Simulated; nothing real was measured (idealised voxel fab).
process module | voxel transistor to metal
cross-section cut | 195 nm wide | cells 5 nm
A cross-section is a grid of square cells, given in bands from the top down. A band is one or more rows of cells.
Each band's line starts with the height of the band's top and of its bottom, in nm. Then come its materials from left to right, each with its width in nm. One material with "throughout" fills the band from edge to edge. "air" is empty space.
Height 0 is the level under which the wafer as received is all one material. The lowest band goes on downwards, as in "0 down".
A width such as "30 to 40" changes by the same amount from each row of cells to the next, from the band's top row to its bottom row.
"no change" after a step means that no cell of the cross-section changed.
closed voids: empty space of 8 cells or more with no open way to the top, each as width x height at its distance from the left edge, in nm
after a step's settings: what the simulator itself notes on the step
overlay nm, on a step with a mask: how far to the right of its planned place the mask lay; to the left if negative
plan
1 op RECEIVE | material Si
2 op CONFORMAL_DEP | material SiO2 | thk nm 5
3 op CONFORMAL_DEP | material SiN | thk nm 15
4 op DIRECTIONAL_DEP | material aC | thk nm 15
5 op PATTERN | tone cover | mask id ACTIVE | material resist | width nm 95 | thk nm 30 | overlay nm 0
6 op DIRECTIONAL_ETCH | etch materials aC | depth nm 15
7 op STRIP | etch materials resist
8 op DIRECTIONAL_ETCH | etch materials SiN | depth nm 15
9 op DIRECTIONAL_ETCH | etch materials SiO2 | depth nm 5
10 op DIRECTIONAL_ETCH | etch materials Si | depth nm 25
11 op STRIP | etch materials aC
12 op OXIDIZE | depth nm 5
13 op FILL_DEP | material SiO2 | thk nm 10
14 op CMP | height nm 20
15 op SELECTIVE_ETCH | etch materials SiO2 | depth nm 15
16 op STRIP | etch materials SiN
17 op SELECTIVE_ETCH | etch materials SiO2 | depth nm 5
18 op OXIDIZE | depth nm 5
19 op DIRECTIONAL_DEP | material polySi | thk nm 30
20 op DIRECTIONAL_DEP | material SiCN | thk nm 10
21 op MASKED_ETCH | tone cover | mask id GATE | width nm 25 | etch materials SiCN | depth nm 20 | overlay nm 0
22 op MASKED_ETCH | tone cover | mask id GATE | width nm 25 | etch materials polySi | depth nm 40 | overlay nm 0
23 op CONFORMAL_DEP | material SiO2 | thk nm 5
24 op DIRECTIONAL_ETCH | etch materials SiO2 | depth nm 5
25 op CONFORMAL_DEP | material SiN | thk nm 10
26 op DIRECTIONAL_ETCH | etch materials SiN | depth nm 10
27 op DIRECTIONAL_ETCH | etch materials SiO2 | depth nm 5
28 op DIRECTIONAL_ETCH | etch materials Si | depth nm 10
29 op EPI | material SiGe | thk nm 10
30 op FILL_DEP | material SiO2 | thk nm 5
31 op CMP | height nm 40
32 op DIRECTIONAL_DEP | material SiO2 | thk nm 15
33 op DIRECTIONAL_DEP | material aC | thk nm 10
34 op PATTERN | tone open | mask id CONTACT | material resist | width nm 15 | pitch nm 70 | thk nm 25 | overlay nm 0
35 op DIRECTIONAL_ETCH | etch materials aC | depth nm 10
36 op STRIP | etch materials resist
37 op DIRECTIONAL_ETCH | etch materials SiO2 | depth nm 60
38 op STRIP | etch materials aC
39 op CONFORMAL_DEP | material TiN | thk nm 5
40 op FILL_DEP | material Ru | thk nm 5
41 op CMP | height nm 55
42 op CONFORMAL_DEP | material SiN | thk nm 5
43 op DIRECTIONAL_DEP | material lowk | thk nm 20
44 op PATTERN | tone open | mask id METAL_1 | material resist | width nm 15 | pitch nm 70 | thk nm 20 | overlay nm 0
45 op DIRECTIONAL_ETCH | etch materials lowk | depth nm 20
46 op DIRECTIONAL_ETCH | etch materials SiN | depth nm 5
47 op STRIP | etch materials resist
48 op CONFORMAL_DEP | material TiN | thk nm 5
49 op FILL_DEP | material W | thk nm 10
50 op CMP | height nm 80
51 op CONFORMAL_DEP | material SiCN | thk nm 5
52 op DIRECTIONAL_DEP | material lowk | thk nm 35
53 op PATTERN | tone open | mask id METAL_2 | material resist | width nm 15 | pitch nm 70 | thk nm 15 | overlay nm 0
54 op DIRECTIONAL_ETCH | etch materials lowk | depth nm 20
55 op STRIP | etch materials resist
56 op PATTERN | tone open | mask id METAL_2_HOLES | material resist | width nm 15 | pitch nm 70 | thk nm 20 | overlay nm 0
57 op DIRECTIONAL_ETCH | etch materials lowk | depth nm 15
58 op DIRECTIONAL_ETCH | etch materials SiCN | depth nm 5
59 op STRIP | etch materials resist
60 op CONFORMAL_DEP | material TiN | thk nm 5
61 op FILL_DEP | material Cu | thk nm 5
62 op CMP | height nm 120
63 op CONFORMAL_DEP | material SiCN | thk nm 5
as received, after step 1
  0 down: Si throughout
  closed voids: none
a wafer at the end: this start, this plan, one mistake
  125 to 120: SiCN throughout
  120 to 85: lowk 55 | TiN 5 | Cu 5 | TiN 5 | lowk 55 | TiN 5 | Cu 5 | TiN 5 | lowk 55
  85 to 80: SiCN 55 | TiN 15 | SiCN 55 | TiN 15 | SiCN 55
  80 to 60: W 50 | TiN 5 | lowk 15 | TiN 5 | W 45 | TiN 5 | lowk 15 | TiN 5 | W 50
  60 to 55: TiN 55 | SiN 15 | TiN 55 | SiN 15 | TiN 55
  55 to 40: SiO2 55 | TiN 5 | Ru 5 | TiN 5 | SiO2 55 | TiN 5 | Ru 5 | TiN 5 | SiO2 55
  40 to 30: SiO2 55 | TiN 5 | Ru 5 | TiN 5 | SiN 10 | SiO2 5 | SiCN 25 | SiO2 5 | SiN 10 | TiN 5 | Ru 5 | TiN 5 | SiO2 55
  30 to 10: SiO2 55 | TiN 5 | Ru 5 | TiN 5 | SiN 10 | SiO2 5 | polySi 25 | SiO2 5 | SiN 10 | TiN 5 | Ru 5 | TiN 5 | SiO2 55
  10 to 5: SiO2 55 | TiN 15 | SiN 10 | SiO2 5 | polySi 25 | SiO2 5 | SiN 10 | TiN 15 | SiO2 55
  5 to 0: SiO2 55 | TiN 5 | SiGe 10 | SiN 10 | SiO2 5 | polySi 25 | SiO2 5 | SiN 10 | SiGe 10 | TiN 5 | SiO2 55
  0 to -5: SiO2 55 | TiN 5 | SiGe 10 | SiO2 55 | SiGe 10 | TiN 5 | SiO2 55
  -5 to -15: SiO2 55 | SiGe 15 | Si 55 | SiGe 15 | SiO2 55
  -15 to -30: SiO2 55 | Si 85 | SiO2 55
  -30 down: Si throughout
  closed voids: none
what went wrong: step 44 ran as: op PATTERN | tone cover | mask id METAL_1 | material resist | width nm 15 | pitch nm 70 | thk nm 20 | overlay nm 0
